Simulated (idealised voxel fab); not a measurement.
A process module follows: voxel gate over fins.
The width of the displayed cross-section, cut, is 275 nm; its cells are square, with a size of 5 nm.
Format of a cross-section: grid, square cells. Given as bands. Order: top down. Band: one or more rows of cells.
Read a band's entry like this: the first values are the height of its top and the height of its bottom in nm, and what follows is the sequence of materials from left to right, each with its width in nm. Note that "air" is empty space, and that a single material marked "throughout" reaches across the band from edge to edge.
The reference from which all heights are counted is 0, the level beneath which the as-received wafer is entirely one material; the lowest band, having no lower bound, proceeds downward and is written after the example "top 0, no bottom".
Width: "30..40" (first number = top row, second number = bottom row, same change from row to row of cells).
Where the words "nothing was modified" appear for a step, the cross-section shows no cell changed by that step; every cell remained as before.
In the "Closed internal voids" entry, you get each enclosed empty space of 8 cells or more, one with no open way to the top, written width x height at distance, distance from the left edge, in nm.
If you see something after the settings on a step's line, that's the simulator's own remark about that step.
overlay nm: mask right of planned place by this much (step with mask). Neg. = left.
PROCESS STEPS - PLAN
| 1 | RECEIVE [material Si] |
| 2 | CONFORMAL_DEP [material SiN] [thk nm 10] |
| 3 | PATTERN [tone cover] [mask id FINS] [material resist] [width nm 15] [pitch nm 60] [thk nm 15] [overlay nm 0] |
| 4 | DIRECTIONAL_ETCH [etch materials SiN] [depth nm 10] |
| 5 | DIRECTIONAL_ETCH [etch materials Si] [depth nm 30] |
| 6 | STRIP [etch materials resist] |
| 7 | OXIDIZE [depth nm 5] |
| 8 | FILL_DEP [material SiO2] [thk nm 5] |
| 9 | CMP [height nm 10] |
| 10 | MASKED_ETCH [tone open] [mask id RAIL] [width nm 15] [etch materials SiO2] [depth nm 35] [overlay nm 0] |
| 11 | CONFORMAL_DEP [material TiN] [thk nm 5] |
| 12 | FILL_DEP [material W] [thk nm 5] |
| 13 | CMP [height nm 10] |
| 14 | SELECTIVE_ETCH [etch materials W Ru TiN] [depth nm 30] |
| 15 | FILL_DEP [material SiO2] [thk nm 5] |
| 16 | CMP [height nm 10] |
| 17 | SELECTIVE_ETCH [etch materials SiO2] [depth nm 25] |
| 18 | STRIP [etch materials SiN] |
| 19 | CONFORMAL_DEP [material HfO2] [thk nm 5] |
| 20 | CONFORMAL_DEP [material TiN] [thk nm 5] |
| 21 | CONFORMAL_DEP [material TiAl] [thk nm 5] |
| 22 | CONFORMAL_DEP [material TiN] [thk nm 5] |
| 23 | FILL_DEP [material W] [thk nm 15] |
| 24 | CMP [height nm 30] |
| 25 | CONFORMAL_DEP [material SiCN] [thk nm 5] |
SHOWN IN CROSS-SECTION IS THE WAFER AS RECEIVED, THAT IS, AS IT STANDS AFTER STEP 1
> top 0, no bottom  Si throughout
> Closed internal voids: none
HERE'S THE CROSS-SECTION OF THE FIRST OF OUR TWO WAFERS AT THE END OF THE MODULE - IT RAN AS PLANNED
> top 35, bottom 30  SiCN throughout
> top 30, bottom 20  W throughout
> top 20, bottom 15  W (55), then TiN (45), then W (15), then TiN (45), then W (15), then TiN (45), then W (55)
> top 15, bottom 10  W (55), then TiN (5), then TiAl (35), then TiN (5), then W (15), then TiN (5), then TiAl (35), then TiN (5), then W (15), then TiN (5), then TiAl (35), then TiN (5), then W (55)
> top 10, bottom 5  W (55), then TiN (5), then TiAl (5), then TiN (25), then TiAl (5), then TiN (5), then W (15), then TiN (5), then TiAl (5), then TiN (25), then TiAl (5), then TiN (5), then W (15), then TiN (5), then TiAl (5), then TiN (25), then TiAl (5), then TiN (5), then W (55)
> top 5, bottom 0  TiN (60), then TiAl (5), then TiN (5), then HfO2 (15), then TiN (5), then TiAl (5), then TiN (25), then TiAl (5), then TiN (5), then HfO2 (15), then TiN (5), then TiAl (5), then TiN (25), then TiAl (5), then TiN (5), then HfO2 (15), then TiN (5), then TiAl (5), then TiN (60)
> top 0, bottom -5  TiAl (65), then TiN (5), then HfO2 (5), then Si (5), then HfO2 (5), then TiN (5), then TiAl (35), then TiN (5), then HfO2 (5), then Si (5), then HfO2 (5), then TiN (5), then TiAl (35), then TiN (5), then HfO2 (5), then Si (5), then HfO2 (5), then TiN (5), then TiAl (65)
> top -5, bottom -10  TiN (70), then HfO2 (5), then Si (5), then HfO2 (5), then TiN (45), then HfO2 (5), then Si (5), then HfO2 (5), then TiN (45), then HfO2 (5), then Si (5), then HfO2 (5), then TiN (70)
> top -10, bottom -15  HfO2 (75), then Si (5), then HfO2 (55), then Si (5), then HfO2 (55), then Si (5), then HfO2 (75)
> top -15, bottom -20  SiO2 (75), then Si (5), then SiO2 (55), then Si (5), then SiO2 (55), then Si (5), then SiO2 (75)
> top -20, bottom -25  SiO2 (75), then Si (5), then SiO2 (20), then TiN (15), then SiO2 (20), then Si (5), then SiO2 (55), then Si (5), then SiO2 (75)
> top -25, bottom -35  SiO2 (75), then Si (5), then SiO2 (55), then Si (5), then SiO2 (55), then Si (5), then SiO2 (75)
> top -35, no bottom  Si throughout
> Closed internal voids: none
HERE'S THE SECOND OF OUR TWO WAFERS SECTIONED AT MODULE END. SAME START AS THE FIRST, SAME PLAN, BUT ONE MISTAKE GOT MADE RUNNING IT
> top 35, bottom 30  SiCN throughout
> top 30, bottom 20  W throughout
> top 20, bottom 15  W (50), then TiN (45), then W (15), then TiN (45), then W (15), then TiN (45), then W (60)
> top 15, bottom 10  W (50), then TiN (5), then TiAl (35), then TiN (5), then W (15), then TiN (5), then TiAl (35), then TiN (5), then W (15), then TiN (5), then TiAl (35), then TiN (5), then W (60)
> top 10, bottom 5  W (50), then TiN (5), then TiAl (5), then TiN (25), then TiAl (5), then TiN (5), then W (15), then TiN (5), then TiAl (5), then TiN (25), then TiAl (5), then TiN (5), then W (15), then TiN (5), then TiAl (5), then TiN (25), then TiAl (5), then TiN (5), then W (60)
> top 5, bottom 0  TiN (55), then TiAl (5), then TiN (5), then HfO2 (15), then TiN (5), then TiAl (5), then TiN (25), then TiAl (5), then TiN (5), then HfO2 (15), then TiN (5), then TiAl (5), then TiN (25), then TiAl (5), then TiN (5), then HfO2 (15), then TiN (5), then TiAl (5), then TiN (65)
> top 0, bottom -5  TiAl (60), then TiN (5), then HfO2 (5), then Si (5), then HfO2 (5), then TiN (5), then TiAl (35), then TiN (5), then HfO2 (5), then Si (5), then HfO2 (5), then TiN (5), then TiAl (35), then TiN (5), then HfO2 (5), then Si (5), then HfO2 (5), then TiN (5), then TiAl (70)
> top -5, bottom -10  TiN (65), then HfO2 (5), then Si (5), then HfO2 (5), then TiN (45), then HfO2 (5), then Si (5), then HfO2 (5), then TiN (45), then HfO2 (5), then Si (5), then HfO2 (5), then TiN (75)
> top -10, bottom -15  HfO2 (70), then Si (5), then HfO2 (55), then Si (5), then HfO2 (55), then Si (5), then HfO2 (80)
> top -15, bottom -20  SiO2 (70), then Si (5), then SiO2 (55), then Si (5), then SiO2 (55), then Si (5), then SiO2 (80)
> top -20, bottom -25  SiO2 (70), then Si (5), then SiO2 (25), then TiN (15), then SiO2 (15), then Si (5), then SiO2 (55), then Si (5), then SiO2 (80)
> top -25, bottom -35  SiO2 (70), then Si (5), then SiO2 (55), then Si (5), then SiO2 (55), then Si (5), then SiO2 (80)
> top -35, no bottom  Si throughout
> Closed internal voids: none
What was done differently from what was planned? step 3 went in with a setting other than planned; the actual run was PATTERN [tone cover] [mask id FINS] [material resist] [width nm 15] [pitch nm 60] [thk nm 15] [overlay nm -5]
In the final comparison it is observed that the number of cells assigned to each material is identical for the two wafers, whereas their placement is not.
